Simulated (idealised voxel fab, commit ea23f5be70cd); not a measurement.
Presented below is a process module, voxel tone inversion.
The width of the displayed cross-section, cut, is 295 nm; its cells are square, with a size of 5 nm.
Throughout this document, each cross-section is represented as a grid of square cells and is presented as a sequence of bands enumerated from the top downward, where a band comprises one or more rows of cells. Basically the band line says how high the top is and how high the bottom is, in nm, and then what's in it from left to right, every material with its width in nm. Empty space shows up as "empty", and if a single material carries "full width" it runs the full band edge to edge. For the purposes of this specification, 0 denotes the height below which the wafer in its as-received condition is composed wholly of one material, and the lowermost band, lacking a lower limit, extends downward without end, as expressed in "0 and below". The expression "30->40" gives the width at the extremes of the band, the first number at its top row of cells and the second at its bottom row, with the width changing by equal amounts from each row to the next in between. Reading "nothing was modified" for a step: not a cell of the cross-section changed in it. The label "Enclosed void entries" introduces a list of the empty spaces, 8 cells or larger, that have no open way up to the top; each entry in it reads width x height at distance, where the distance is taken from the left edge and all three are stated in nm. Read whatever lies past the settings on a step's line as the simulator's own remark about the step. overlay nm: mask right of planned place by this much (step with mask). Neg. = left.
The planned process steps are enumerated hereunder
step 1: op RECEIVE | material Si
step 2: op CONFORMAL_DEP | material SiN | thk nm 5
step 3: op DIRECTIONAL_DEP | material aC | thk nm 20
step 4: op PATTERN | tone cover | mask id POSTS | material resist | width nm 25 | pitch nm 50 | thk nm 30 | overlay nm 0
step 5: op DIRECTIONAL_ETCH | etch materials aC | depth nm 20
step 6: op STRIP | etch materials resist
step 7: op FILL_DEP | material SiO2 | thk nm 5
step 8: op CMP | height nm 25
step 9: op STRIP | etch materials aC
Account of the first of two wafers, which was processed as intended
The cross-section here shows the wafer as received, i.e. in its state after step 1
- 0 and below = Si full width
- Enclosed void entries: none
State of the wafer after step 2, shown in cross-section
- 5 down to 0 = SiN full width
- All layers under 0 are left as they were.
State of the wafer after step 3, shown in cross-section
- 25 down to 5 = aC full width
- All layers under 5 are left as they were.
State of the wafer after step 4, shown in cross-section
- 55 down to 25 = empty (60); resist (25); empty (25); resist (25); empty (25); resist (25); empty (25); resist (25); empty (60)
- All layers under 25 are left as they were.
State of the wafer after step 5, shown in cross-section
- 35 down to 25 = empty (60); resist (25); empty (25); resist (25); empty (25); resist (25); empty (25); resist (25); empty (60)
- 25 down to 5 = empty (60); aC (25); empty (25); aC (25); empty (25); aC (25); empty (25); aC (25); empty (60)
- All layers under 5 are left as they were.
State of the wafer after step 6, shown in cross-section
- 25 down to 5 = empty (60); aC (25); empty (25); aC (25); empty (25); aC (25); empty (25); aC (25); empty (60)
- All layers under 5 are left as they were.
State of the wafer after step 7, shown in cross-section
- 30 down to 25 = SiO2 full width
- 25 down to 5 = SiO2 (60); aC (25); SiO2 (25); aC (25); SiO2 (25); aC (25); SiO2 (25); aC (25); SiO2 (60)
- All layers under 5 are left as they were.
State of the wafer after step 8, shown in cross-section
- 25 down to 5 = SiO2 (60); aC (25); SiO2 (25); aC (25); SiO2 (25); aC (25); SiO2 (25); aC (25); SiO2 (60)
- All layers under 5 are left as they were.
State of the wafer after step 9, shown in cross-section
- 25 down to 5 = SiO2 (60); empty (25); SiO2 (25); empty (25); SiO2 (25); empty (25); SiO2 (25); empty (25); SiO2 (60)
- All layers under 5 are left as they were.
It is to be noted that the second wafer proceeded from the same initial state and according to the same plan as the first, although one mistake was committed in its execution; through step 3, inclusive, the two wafers share an identical history
Second wafer at the planned finish of step 4, seen in cross-section
- 55 down to 25 = empty (65); resist (20); empty (30); resist (20); empty (30); resist (20); empty (30); resist (20); empty (60)
- All layers under 25 are left as they were.
Second wafer at the planned finish of step 5, seen in cross-section
- 35 down to 25 = empty (65); resist (20); empty (30); resist (20); empty (30); resist (20); empty (30); resist (20); empty (60)
- 25 down to 5 = empty (65); aC (20); empty (30); aC (20); empty (30); aC (20); empty (30); aC (20); empty (60)
- All layers under 5 are left as they were.
Second wafer at the planned finish of step 6, seen in cross-section
- 25 down to 5 = empty (65); aC (20); empty (30); aC (20); empty (30); aC (20); empty (30); aC (20); empty (60)
- All layers under 5 are left as they were.
Second wafer at the planned finish of step 7, seen in cross-section
- 30 down to 25 = SiO2 full width
- 25 down to 5 = SiO2 (65); aC (20); SiO2 (30); aC (20); SiO2 (30); aC (20); SiO2 (30); aC (20); SiO2 (60)
- All layers under 5 are left as they were.
Second wafer at the planned finish of step 8, seen in cross-section
- 25 down to 5 = SiO2 (65); aC (20); SiO2 (30); aC (20); SiO2 (30); aC (20); SiO2 (30); aC (20); SiO2 (60)
- All layers under 5 are left as they were.
Second wafer at the planned finish of step 9, seen in cross-section
- 25 down to 5 = SiO2 (65); empty (20); SiO2 (30); empty (20); SiO2 (30); empty (20); SiO2 (30); empty (20); SiO2 (60)
- All layers under 5 are left as they were.
Short version of what went wrong: step 4, actual vs plan mismatch, actual run op PATTERN | tone cover | mask id POSTS | material resist | width nm 20 | pitch nm 50 | thk nm 30 | overlay nm 0
Wrapping up, a cell-based count of both wafers puts the second over or under the first for these materials: 16 more of SiO2
